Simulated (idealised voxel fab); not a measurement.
Presented below is a process module, voxel capacitor over wiring.
We display cut, a cross-section 240 nm in width whose square cells are each 5 nm.
This document writes a cross-section as a grid whose cells are square, and gives it as bands, listed from the top down; one or more rows of cells form a band.
Band: top height; bottom height; in nm. Then, left to right: material with width in nm, for each material. "full width": a single material spanning edge to edge. "blank": empty space.
Height is counted from the level 0, under which the received wafer is composed throughout of one material. The lowest of the bands is not closed at the bottom but continues downward, in the notation "top 0, no bottom".
So if you see something like "30 to 40" for the width, read it as the top row of the band sitting at the first number and the bottom row at the second, with every row in between moving by the same amount as the last.
You'll sometimes find "no modification" written for a step, and that's the way of saying that nowhere in the cross-section did a cell change during that step.
The label "Voids, sealed" introduces a list of the empty spaces, 8 cells or larger, that have no open way up to the top; each entry in it reads width x height at distance, where the distance is taken from the left edge and all three are stated in nm.
What comes after the settings on a step's line is commentary from the simulator itself on that step.
The "overlay nm" setting may appear on a step's line; for a step that uses a mask, it gives how far to the right of its planned position the mask lay, and a negative value indicates the left.
Listed below are the process steps as planned
- 1: op RECEIVE | material Si
- 2: op CONFORMAL_DEP | material SiO2 | thk nm 15
- 3: op DIRECTIONAL_DEP | material TiN | thk nm 5
- 4: op DIRECTIONAL_DEP | material Ru | thk nm 25
- 5: op DIRECTIONAL_DEP | material aC | thk nm 15
- 6: op PATTERN | tone cover | mask id METAL_1 | material resist | width nm 20 | pitch nm 75 | thk nm 35 | overlay nm 0
- 7: op DIRECTIONAL_ETCH | etch materials aC | depth nm 15
- 8: op STRIP | etch materials resist
- 9: op DIRECTIONAL_ETCH | etch materials Ru | depth nm 25
- 10: op DIRECTIONAL_ETCH | etch materials TiN | depth nm 5
- 11: op STRIP | etch materials aC
- 12: op CONFORMAL_DEP | material SiCN | thk nm 5
- 13: op FILL_DEP | material lowk | thk nm 5
- 14: op CMP | height nm 45
- 15: op CONFORMAL_DEP | material SiCN | thk nm 5
- 16: op DIRECTIONAL_DEP | material SiO2 | thk nm 15
- 17: op PATTERN | tone open | mask id PLUG_1 | material resist | width nm 15 | thk nm 20 | overlay nm 0
- 18: op DIRECTIONAL_ETCH | etch materials SiO2 | depth nm 15
- 19: op DIRECTIONAL_ETCH | etch materials SiCN | depth nm 5
- 20: op STRIP | etch materials resist
- 21: op CONFORMAL_DEP | material TiN | thk nm 5
- 22: op FILL_DEP | material Ru | thk nm 5
- 23: op CMP | height nm 65
- 24: op DIRECTIONAL_DEP | material TiN | thk nm 10
- 25: op DIRECTIONAL_DEP | material HfO2 | thk nm 5
- 26: op DIRECTIONAL_DEP | material TiN | thk nm 5
- 27: op MASKED_ETCH | tone cover | mask id UPPER_PLATE | width nm 60 | etch materials TiN | depth nm 5 | overlay nm 0
- 28: op MASKED_ETCH | tone cover | mask id UPPER_PLATE | width nm 60 | etch materials HfO2 | depth nm 5 | overlay nm 0
- 29: op PATTERN | tone cover | mask id LOWER_PLATE | material resist | width nm 70 | thk nm 15 | overlay nm 0
- 30: op DIRECTIONAL_ETCH | etch materials TiN | depth nm 10
- 31: op STRIP | etch materials resist
- 32: op FILL_DEP | material SiO2 | thk nm 20
- 33: op CMP | height nm 100
- 34: op DIRECTIONAL_DEP | material aC | thk nm 10
- 35: op PATTERN | tone open | mask id PLUG_2 | material resist | width nm 15 | thk nm 30 | overlay nm 0
- 36: op DIRECTIONAL_ETCH | etch materials aC | depth nm 10
- 37: op STRIP | etch materials resist
- 38: op DIRECTIONAL_ETCH | etch materials SiO2 | depth nm 15
- 39: op STRIP | etch materials aC
- 40: op CONFORMAL_DEP | material TiN | thk nm 5
- 41: op FILL_DEP | material W | thk nm 5
- 42: op CMP | height nm 100
- 43: op CONFORMAL_DEP | material SiCN | thk nm 5
Account of the first of two wafers, which was processed as intended
Received-state cross-section, reflecting completion of step 1
  top 0, no bottom  Si full width
  Voids, sealed: none
Take a look at the wafer's cross-section after step 2
  top 15, bottom 0  SiO2 full width
  Below 0 it's all the same as before, nothing changed down there.
Take a look at the wafer's cross-section after step 3
  top 20, bottom 15  TiN full width
  Below 15 it's all the same as before, nothing changed down there.
Take a look at the wafer's cross-section after step 4
  top 45, bottom 20  Ru full width
  Below 20 it's all the same as before, nothing changed down there.
Take a look at the wafer's cross-section after step 5
  top 60, bottom 45  aC full width
  Below 45 it's all the same as before, nothing changed down there.
Take a look at the wafer's cross-section after step 6
  top 95, bottom 60  blank 70 nm  resist 20 nm  blank 55 nm  resist 20 nm  blank 75 nm
  Below 60 it's all the same as before, nothing changed down there.
Take a look at the wafer's cross-section after step 7
  top 80, bottom 60  blank 70 nm  resist 20 nm  blank 55 nm  resist 20 nm  blank 75 nm
  top 60, bottom 45  blank 70 nm  aC 20 nm  blank 55 nm  aC 20 nm  blank 75 nm
  Below 45 it's all the same as before, nothing changed down there.
Take a look at the wafer's cross-section after step 8
  top 60, bottom 45  blank 70 nm  aC 20 nm  blank 55 nm  aC 20 nm  blank 75 nm
  Below 45 it's all the same as before, nothing changed down there.
Take a look at the wafer's cross-section after step 9
  top 60, bottom 45  blank 70 nm  aC 20 nm  blank 55 nm  aC 20 nm  blank 75 nm
  top 45, bottom 20  blank 70 nm  Ru 20 nm  blank 55 nm  Ru 20 nm  blank 75 nm
  Below 20 it's all the same as before, nothing changed down there.
Take a look at the wafer's cross-section after step 10
  top 60, bottom 45  blank 70 nm  aC 20 nm  blank 55 nm  aC 20 nm  blank 75 nm
  top 45, bottom 20  blank 70 nm  Ru 20 nm  blank 55 nm  Ru 20 nm  blank 75 nm
  top 20, bottom 15  blank 70 nm  TiN 20 nm  blank 55 nm  TiN 20 nm  blank 75 nm
  Below 15 it's all the same as before, nothing changed down there.
Take a look at the wafer's cross-section after step 11
  top 45, bottom 20  blank 70 nm  Ru 20 nm  blank 55 nm  Ru 20 nm  blank 75 nm
  Below 20 it's all the same as before, nothing changed down there.
Take a look at the wafer's cross-section after step 12
  top 50, bottom 45  blank 65 nm  SiCN 30 nm  blank 45 nm  SiCN 30 nm  blank 70 nm
  top 45, bottom 20  blank 65 nm  SiCN 5 nm  Ru 20 nm  SiCN 5 nm  blank 45 nm  SiCN 5 nm  Ru 20 nm  SiCN 5 nm  blank 70 nm
  top 20, bottom 15  SiCN 70 nm  TiN 20 nm  SiCN 55 nm  TiN 20 nm  SiCN 75 nm
  Below 15 it's all the same as before, nothing changed down there.
Take a look at the wafer's cross-section after step 13
  top 55, bottom 50  lowk full width
  top 50, bottom 45  lowk 65 nm  SiCN 30 nm  lowk 45 nm  SiCN 30 nm  lowk 70 nm
  top 45, bottom 20  lowk 65 nm  SiCN 5 nm  Ru 20 nm  SiCN 5 nm  lowk 45 nm  SiCN 5 nm  Ru 20 nm  SiCN 5 nm  lowk 70 nm
  Below 20 it's all the same as before, nothing changed down there.
Take a look at the wafer's cross-section after step 14
  top 45, bottom 20  lowk 65 nm  SiCN 5 nm  Ru 20 nm  SiCN 5 nm  lowk 45 nm  SiCN 5 nm  Ru 20 nm  SiCN 5 nm  lowk 70 nm
  Below 20 it's all the same as before, nothing changed down there.
Take a look at the wafer's cross-section after step 15
  top 50, bottom 45  SiCN full width
  Below 45 it's all the same as before, nothing changed down there.
Take a look at the wafer's cross-section after step 16
  top 65, bottom 50  SiO2 full width
  Below 50 it's all the same as before, nothing changed down there.
Take a look at the wafer's cross-section after step 17
  top 85, bottom 65  resist 75 nm  blank 15 nm  resist 150 nm
  Below 65 it's all the same as before, nothing changed down there.
Take a look at the wafer's cross-section after step 18
  top 85, bottom 65  resist 75 nm  blank 15 nm  resist 150 nm
  top 65, bottom 50  SiO2 75 nm  blank 15 nm  SiO2 150 nm
  Below 50 it's all the same as before, nothing changed down there.
Take a look at the wafer's cross-section after step 19
  top 85, bottom 65  resist 75 nm  blank 15 nm  resist 150 nm
  top 65, bottom 50  SiO2 75 nm  blank 15 nm  SiO2 150 nm
  top 50, bottom 45  SiCN 75 nm  blank 15 nm  SiCN 150 nm
  Below 45 it's all the same as before, nothing changed down there.
Take a look at the wafer's cross-section after step 20
  top 65, bottom 50  SiO2 75 nm  blank 15 nm  SiO2 150 nm
  Below 50 it's all the same as before, nothing changed down there.
Take a look at the wafer's cross-section after step 21
  top 70, bottom 65  TiN 80 nm  blank 5 nm  TiN 155 nm
  top 65, bottom 50  SiO2 75 nm  TiN 5 nm  blank 5 nm  TiN 5 nm  SiO2 150 nm
  top 50, bottom 45  SiCN 75 nm  TiN 15 nm  SiCN 150 nm
  Below 45 it's all the same as before, nothing changed down there.
Take a look at the wafer's cross-section after step 22
  top 75, bottom 70  Ru full width
  top 70, bottom 65  TiN 80 nm  Ru 5 nm  TiN 155 nm
  top 65, bottom 50  SiO2 75 nm  TiN 5 nm  Ru 5 nm  TiN 5 nm  SiO2 150 nm
  Below 50 it's all the same as before, nothing changed down there.
Take a look at the wafer's cross-section after step 23
  top 65, bottom 50  SiO2 75 nm  TiN 5 nm  Ru 5 nm  TiN 5 nm  SiO2 150 nm
  Below 50 it's all the same as before, nothing changed down there.
Take a look at the wafer's cross-section after step 24
  top 75, bottom 65  TiN full width
  Below 65 it's all the same as before, nothing changed down there.
Take a look at the wafer's cross-section after step 25
  top 80, bottom 75  HfO2 full width
  Below 75 it's all the same as before, nothing changed down there.
Take a look at the wafer's cross-section after step 26
  top 85, bottom 80  TiN full width
  Below 80 it's all the same as before, nothing changed down there.
Take a look at the wafer's cross-section after step 27
  top 85, bottom 80  blank 75 nm  TiN 60 nm  blank 105 nm
  Below 80 it's all the same as before, nothing changed down there.
Take a look at the wafer's cross-section after step 28
  top 85, bottom 80  blank 75 nm  TiN 60 nm  blank 105 nm
  top 80, bottom 75  blank 75 nm  HfO2 60 nm  blank 105 nm
  Below 75 it's all the same as before, nothing changed down there.
Take a look at the wafer's cross-section after step 29
  top 100, bottom 85  blank 70 nm  resist 70 nm  blank 100 nm
  top 85, bottom 80  blank 70 nm  resist 5 nm  TiN 60 nm  resist 5 nm  blank 100 nm
  top 80, bottom 75  blank 70 nm  resist 5 nm  HfO2 60 nm  resist 5 nm  blank 100 nm
  Below 75 it's all the same as before, nothing changed down there.
Take a look at the wafer's cross-section after step 30
  top 100, bottom 85  blank 70 nm  resist 70 nm  blank 100 nm
  top 85, bottom 80  blank 70 nm  resist 5 nm  TiN 60 nm  resist 5 nm  blank 100 nm
  top 80, bottom 75  blank 70 nm  resist 5 nm  HfO2 60 nm  resist 5 nm  blank 100 nm
  top 75, bottom 65  blank 70 nm  TiN 70 nm  blank 100 nm
  Below 65 it's all the same as before, nothing changed down there.
Take a look at the wafer's cross-section after step 31
  top 85, bottom 80  blank 75 nm  TiN 60 nm  blank 105 nm
  top 80, bottom 75  blank 75 nm  HfO2 60 nm  blank 105 nm
  Below 75 it's all the same as before, nothing changed down there.
Take a look at the wafer's cross-section after step 32
  top 105, bottom 85  SiO2 full width
  top 85, bottom 80  SiO2 75 nm  TiN 60 nm  SiO2 105 nm
  top 80, bottom 75  SiO2 75 nm  HfO2 60 nm  SiO2 105 nm
  top 75, bottom 65  SiO2 70 nm  TiN 70 nm  SiO2 100 nm
  Below 65 it's all the same as before, nothing changed down there.
Take a look at the wafer's cross-section after step 33
  top 100, bottom 85  SiO2 full width
  Below 85 it's all the same as before, nothing changed down there.
Take a look at the wafer's cross-section after step 34
  top 110, bottom 100  aC full width
  Below 100 it's all the same as before, nothing changed down there.
Take a look at the wafer's cross-section after step 35
  top 140, bottom 110  resist 85 nm  blank 15 nm  resist 140 nm
  Below 110 it's all the same as before, nothing changed down there.
Take a look at the wafer's cross-section after step 36
  top 130, bottom 110  resist 85 nm  blank 15 nm  resist 140 nm
  top 110, bottom 100  aC 85 nm  blank 15 nm  aC 140 nm
  Below 100 it's all the same as before, nothing changed down there.
Take a look at the wafer's cross-section after step 37
  top 110, bottom 100  aC 85 nm  blank 15 nm  aC 140 nm
  Below 100 it's all the same as before, nothing changed down there.
Take a look at the wafer's cross-section after step 38
  top 110, bottom 100  aC 85 nm  blank 15 nm  aC 140 nm
  top 100, bottom 85  SiO2 85 nm  blank 15 nm  SiO2 140 nm
  Below 85 it's all the same as before, nothing changed down there.
Take a look at the wafer's cross-section after step 39
  top 100, bottom 85  SiO2 85 nm  blank 15 nm  SiO2 140 nm
  Below 85 it's all the same as before, nothing changed down there.
Take a look at the wafer's cross-section after step 40
  top 105, bottom 100  TiN 90 nm  blank 5 nm  TiN 145 nm
  top 100, bottom 90  SiO2 85 nm  TiN 5 nm  blank 5 nm  TiN 5 nm  SiO2 140 nm
  top 90, bottom 80  SiO2 85 to 75 nm  TiN 15 to 60 nm  SiO2 140 to 105 nm
  Below 80 it's all the same as before, nothing changed down there.
Take a look at the wafer's cross-section after step 41
  top 110, bottom 105  W full width
  top 105, bottom 100  TiN 90 nm  W 5 nm  TiN 145 nm
  top 100, bottom 90  SiO2 85 nm  TiN 5 nm  W 5 nm  TiN 5 nm  SiO2 140 nm
  Below 90 it's all the same as before, nothing changed down there.
Take a look at the wafer's cross-section after step 42
  top 100, bottom 90  SiO2 85 nm  TiN 5 nm  W 5 nm  TiN 5 nm  SiO2 140 nm
  Below 90 it's all the same as before, nothing changed down there.
Take a look at the wafer's cross-section after step 43
  top 105, bottom 100  SiCN full width
  Below 100 it's all the same as before, nothing changed down there.
The second wafer began exactly as the first did and followed the same plan, but one mistake was made while running it; through step 5 inclusive, the two wafers are identical
Cross-section, second wafer, at the end time the plan gives for step 6
  top 95, bottom 60  blank 65 nm  resist 20 nm  blank 55 nm  resist 20 nm  blank 80 nm
  Below 60 it's all the same as before, nothing changed down there.
Cross-section, second wafer, at the end time the plan gives for step 7
  top 80, bottom 60  blank 65 nm  resist 20 nm  blank 55 nm  resist 20 nm  blank 80 nm
  top 60, bottom 45  blank 65 nm  aC 20 nm  blank 55 nm  aC 20 nm  blank 80 nm
  Below 45 it's all the same as before, nothing changed down there.
Cross-section, second wafer, at the end time the plan gives for step 8
  top 60, bottom 45  blank 65 nm  aC 20 nm  blank 55 nm  aC 20 nm  blank 80 nm
  Below 45 it's all the same as before, nothing changed down there.
Cross-section, second wafer, at the end time the plan gives for step 9
  top 60, bottom 45  blank 65 nm  aC 20 nm  blank 55 nm  aC 20 nm  blank 80 nm
  top 45, bottom 20  blank 65 nm  Ru 20 nm  blank 55 nm  Ru 20 nm  blank 80 nm
  Below 20 it's all the same as before, nothing changed down there.
Cross-section, second wafer, at the end time the plan gives for step 10
  top 60, bottom 45  blank 65 nm  aC 20 nm  blank 55 nm  aC 20 nm  blank 80 nm
  top 45, bottom 20  blank 65 nm  Ru 20 nm  blank 55 nm  Ru 20 nm  blank 80 nm
  top 20, bottom 15  blank 65 nm  TiN 20 nm  blank 55 nm  TiN 20 nm  blank 80 nm
  Below 15 it's all the same as before, nothing changed down there.
Cross-section, second wafer, at the end time the plan gives for step 11
  top 45, bottom 20  blank 65 nm  Ru 20 nm  blank 55 nm  Ru 20 nm  blank 80 nm
  Below 20 it's all the same as before, nothing changed down there.
Cross-section, second wafer, at the end time the plan gives for step 12
  top 50, bottom 45  blank 60 nm  SiCN 30 nm  blank 45 nm  SiCN 30 nm  blank 75 nm
  top 45, bottom 20  blank 60 nm  SiCN 5 nm  Ru 20 nm  SiCN 5 nm  blank 45 nm  SiCN 5 nm  Ru 20 nm  SiCN 5 nm  blank 75 nm
  top 20, bottom 15  SiCN 65 nm  TiN 20 nm  SiCN 55 nm  TiN 20 nm  SiCN 80 nm
  Below 15 it's all the same as before, nothing changed down there.
Cross-section, second wafer, at the end time the plan gives for step 13
  top 55, bottom 50  lowk full width
  top 50, bottom 45  lowk 60 nm  SiCN 30 nm  lowk 45 nm  SiCN 30 nm  lowk 75 nm
  top 45, bottom 20  lowk 60 nm  SiCN 5 nm  Ru 20 nm  SiCN 5 nm  lowk 45 nm  SiCN 5 nm  Ru 20 nm  SiCN 5 nm  lowk 75 nm
  Below 20 it's all the same as before, nothing changed down there.
Cross-section, second wafer, at the end time the plan gives for step 14
  top 45, bottom 20  lowk 60 nm  SiCN 5 nm  Ru 20 nm  SiCN 5 nm  lowk 45 nm  SiCN 5 nm  Ru 20 nm  SiCN 5 nm  lowk 75 nm
  Below 20 it's all the same as before, nothing changed down there.
Cross-section, second wafer, at the end time the plan gives for step 15
  top 50, bottom 45  SiCN full width
  Below 45 it's all the same as before, nothing changed down there.
Cross-section, second wafer, at the end time the plan gives for step 16
  top 65, bottom 50  SiO2 full width
  Below 50 it's all the same as before, nothing changed down there.
Cross-section, second wafer, at the end time the plan gives for step 17
  top 85, bottom 65  resist 75 nm  blank 15 nm  resist 150 nm
  Below 65 it's all the same as before, nothing changed down there.
Cross-section, second wafer, at the end time the plan gives for step 18
  top 85, bottom 65  resist 75 nm  blank 15 nm  resist 150 nm
  top 65, bottom 50  SiO2 75 nm  blank 15 nm  SiO2 150 nm
  Below 50 it's all the same as before, nothing changed down there.
Cross-section, second wafer, at the end time the plan gives for step 19
  top 85, bottom 65  resist 75 nm  blank 15 nm  resist 150 nm
  top 65, bottom 50  SiO2 75 nm  blank 15 nm  SiO2 150 nm
  top 50, bottom 45  SiCN 75 nm  blank 15 nm  SiCN 150 nm
  Below 45 it's all the same as before, nothing changed down there.
Cross-section, second wafer, at the end time the plan gives for step 20
  top 65, bottom 50  SiO2 75 nm  blank 15 nm  SiO2 150 nm
  Below 50 it's all the same as before, nothing changed down there.
Cross-section, second wafer, at the end time the plan gives for step 21
  top 70, bottom 65  TiN 80 nm  blank 5 nm  TiN 155 nm
  top 65, bottom 50  SiO2 75 nm  TiN 5 nm  blank 5 nm  TiN 5 nm  SiO2 150 nm
  top 50, bottom 45  SiCN 75 nm  TiN 15 nm  SiCN 150 nm
  Below 45 it's all the same as before, nothing changed down there.
Cross-section, second wafer, at the end time the plan gives for step 22
  top 75, bottom 70  Ru full width
  top 70, bottom 65  TiN 80 nm  Ru 5 nm  TiN 155 nm
  top 65, bottom 50  SiO2 75 nm  TiN 5 nm  Ru 5 nm  TiN 5 nm  SiO2 150 nm
  Below 50 it's all the same as before, nothing changed down there.
Cross-section, second wafer, at the end time the plan gives for step 23
  top 65, bottom 50  SiO2 75 nm  TiN 5 nm  Ru 5 nm  TiN 5 nm  SiO2 150 nm
  Below 50 it's all the same as before, nothing changed down there.
Cross-section, second wafer, at the end time the plan gives for step 24
  top 75, bottom 65  TiN full width
  Below 65 it's all the same as before, nothing changed down there.
Cross-section, second wafer, at the end time the plan gives for step 25
  top 80, bottom 75  HfO2 full width
  Below 75 it's all the same as before, nothing changed down there.
Cross-section, second wafer, at the end time the plan gives for step 26
  top 85, bottom 80  TiN full width
  Below 80 it's all the same as before, nothing changed down there.
Cross-section, second wafer, at the end time the plan gives for step 27
  top 85, bottom 80  blank 75 nm  TiN 60 nm  blank 105 nm
  Below 80 it's all the same as before, nothing changed down there.
Cross-section, second wafer, at the end time the plan gives for step 28
  top 85, bottom 80  blank 75 nm  TiN 60 nm  blank 105 nm
  top 80, bottom 75  blank 75 nm  HfO2 60 nm  blank 105 nm
  Below 75 it's all the same as before, nothing changed down there.
Cross-section, second wafer, at the end time the plan gives for step 29
  top 100, bottom 85  blank 70 nm  resist 70 nm  blank 100 nm
  top 85, bottom 80  blank 70 nm  resist 5 nm  TiN 60 nm  resist 5 nm  blank 100 nm
  top 80, bottom 75  blank 70 nm  resist 5 nm  HfO2 60 nm  resist 5 nm  blank 100 nm
  Below 75 it's all the same as before, nothing changed down there.
Cross-section, second wafer, at the end time the plan gives for step 30
  top 100, bottom 85  blank 70 nm  resist 70 nm  blank 100 nm
  top 85, bottom 80  blank 70 nm  resist 5 nm  TiN 60 nm  resist 5 nm  blank 100 nm
  top 80, bottom 75  blank 70 nm  resist 5 nm  HfO2 60 nm  resist 5 nm  blank 100 nm
  top 75, bottom 65  blank 70 nm  TiN 70 nm  blank 100 nm
  Below 65 it's all the same as before, nothing changed down there.
Cross-section, second wafer, at the end time the plan gives for step 31
  top 85, bottom 80  blank 75 nm  TiN 60 nm  blank 105 nm
  top 80, bottom 75  blank 75 nm  HfO2 60 nm  blank 105 nm
  Below 75 it's all the same as before, nothing changed down there.
Cross-section, second wafer, at the end time the plan gives for step 32
  top 105, bottom 85  SiO2 full width
  top 85, bottom 80  SiO2 75 nm  TiN 60 nm  SiO2 105 nm
  top 80, bottom 75  SiO2 75 nm  HfO2 60 nm  SiO2 105 nm
  top 75, bottom 65  SiO2 70 nm  TiN 70 nm  SiO2 100 nm
  Below 65 it's all the same as before, nothing changed down there.
Cross-section, second wafer, at the end time the plan gives for step 33
  top 100, bottom 85  SiO2 full width
  Below 85 it's all the same as before, nothing changed down there.
Cross-section, second wafer, at the end time the plan gives for step 34
  top 110, bottom 100  aC full width
  Below 100 it's all the same as before, nothing changed down there.
Cross-section, second wafer, at the end time the plan gives for step 35
  top 140, bottom 110  resist 85 nm  blank 15 nm  resist 140 nm
  Below 110 it's all the same as before, nothing changed down there.
Cross-section, second wafer, at the end time the plan gives for step 36
  top 130, bottom 110  resist 85 nm  blank 15 nm  resist 140 nm
  top 110, bottom 100  aC 85 nm  blank 15 nm  aC 140 nm
  Below 100 it's all the same as before, nothing changed down there.
Cross-section, second wafer, at the end time the plan gives for step 37
  top 110, bottom 100  aC 85 nm  blank 15 nm  aC 140 nm
  Below 100 it's all the same as before, nothing changed down there.
Cross-section, second wafer, at the end time the plan gives for step 38
  top 110, bottom 100  aC 85 nm  blank 15 nm  aC 140 nm
  top 100, bottom 85  SiO2 85 nm  blank 15 nm  SiO2 140 nm
  Below 85 it's all the same as before, nothing changed down there.
Cross-section, second wafer, at the end time the plan gives for step 39
  top 100, bottom 85  SiO2 85 nm  blank 15 nm  SiO2 140 nm
  Below 85 it's all the same as before, nothing changed down there.
Cross-section, second wafer, at the end time the plan gives for step 40
  top 105, bottom 100  TiN 90 nm  blank 5 nm  TiN 145 nm
  top 100, bottom 90  SiO2 85 nm  TiN 5 nm  blank 5 nm  TiN 5 nm  SiO2 140 nm
  top 90, bottom 80  SiO2 85 to 75 nm  TiN 15 to 60 nm  SiO2 140 to 105 nm
  Below 80 it's all the same as before, nothing changed down there.
Cross-section, second wafer, at the end time the plan gives for step 41
  top 110, bottom 105  W full width
  top 105, bottom 100  TiN 90 nm  W 5 nm  TiN 145 nm
  top 100, bottom 90  SiO2 85 nm  TiN 5 nm  W 5 nm  TiN 5 nm  SiO2 140 nm
  Below 90 it's all the same as before, nothing changed down there.
Cross-section, second wafer, at the end time the plan gives for step 42
  top 100, bottom 90  SiO2 85 nm  TiN 5 nm  W 5 nm  TiN 5 nm  SiO2 140 nm
  Below 90 it's all the same as before, nothing changed down there.
Cross-section, second wafer, at the end time the plan gives for step 43
  top 105, bottom 100  SiCN full width
  Below 100 it's all the same as before, nothing changed down there.
Processing error: note that step 6 departed from the planned setting and was carried out as op PATTERN | tone cover | mask id METAL_1 | material resist | width nm 20 | pitch nm 75 | thk nm 35 | overlay nm -5
End check, second vs first wafer: material counts in cells match, positions do not.
